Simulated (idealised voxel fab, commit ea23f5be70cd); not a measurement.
Process module under the name voxel air gaps
The figure presents cross-section cut, which has a width of 195 nm and is divided into square cells with an edge length of 5 nm.
Cross-sections here: square-cell grids, written as top-down lists of bands, a band being one or more rows of cells. Band: top height; bottom height; in nm. Then, left to right: material with width in nm, for each material. "full width": a single material spanning edge to edge. "empty": empty space. Heights are expressed relative to 0, this being the level below which the as-received wafer comprises one material exclusively. The lowest band is unbounded in the downward direction and is denoted as in "z 0 and below". Per-row width for "30 to 40": begins at first number (top row of band), ends at second number (bottom row), increment between rows held constant. Key: "nothing altered" - step with no changed cell in the cross-section. "Trapped void list" contains a list of empty spaces, each no smaller than 8 cells and without an open way to the top, written in the form width x height at distance with the distance from the left edge and all three in nm. Heads up: the bit after the settings on a step's line is the simulator's remark on that step. overlay nm: where the mask lay relative to plan, measured to the right, on steps with a mask; negatives go left.
plan:
1. RECEIVE [material Si]
2. CONFORMAL_DEP [material SiO2] [thk nm 15]
3. CONFORMAL_DEP [material SiN] [thk nm 5]
4. DIRECTIONAL_DEP [material SiO2] [thk nm 40]
5. DIRECTIONAL_DEP [material aC] [thk nm 15]
6. PATTERN [tone open] [mask id LINES] [material resist] [width nm 15] [pitch nm 45] [thk nm 35] [overlay nm 0]
7. DIRECTIONAL_ETCH [etch materials aC] [depth nm 15]
8. STRIP [etch materials resist]
9. DIRECTIONAL_ETCH [etch materials SiO2] [depth nm 40]
10. STRIP [etch materials aC]
11. CONFORMAL_DEP [material TiN] [thk nm 5]
12. FILL_DEP [material W] [thk nm 5]
13. CMP [height nm 60]
14. EPI [material Ru] [thk nm 10]
15. SELECTIVE_ETCH [etch materials SiO2] [depth nm 50]
16. CONFORMAL_DEP [material SiN] [thk nm 5]
Shown in cross-section is the wafer as received, that is, as it stands after step 1:
- z 0 and below = Si full width
- Trapped void list: none
Module complete, cross-section. Starting point and plan per above. One mistake made in running the module:
- z 75 to 70 = SiN full width
- z 70 to 60 = Ru full width
- z 60 to 25 = 40 W / 5 TiN / 15 SiO2 / 5 TiN / 20 W / 5 TiN / 15 SiO2 / 5 TiN / 20 W / 5 TiN / 15 SiO2 / 5 TiN / 40 W
- z 25 to 20 = 45 TiN / 15 SiO2 / 30 TiN / 15 SiO2 / 30 TiN / 15 SiO2 / 45 TiN
- z 20 to 15 = SiN full width
- z 15 to 0 = SiO2 full width
- z 0 and below = Si full width
- Trapped void list: none
Short version of what went wrong: heads up, step 6 didn't go per plan, it actually ran as PATTERN [tone cover] [mask id LINES] [material resist] [width nm 15] [pitch nm 45] [thk nm 35] [overlay nm 0]
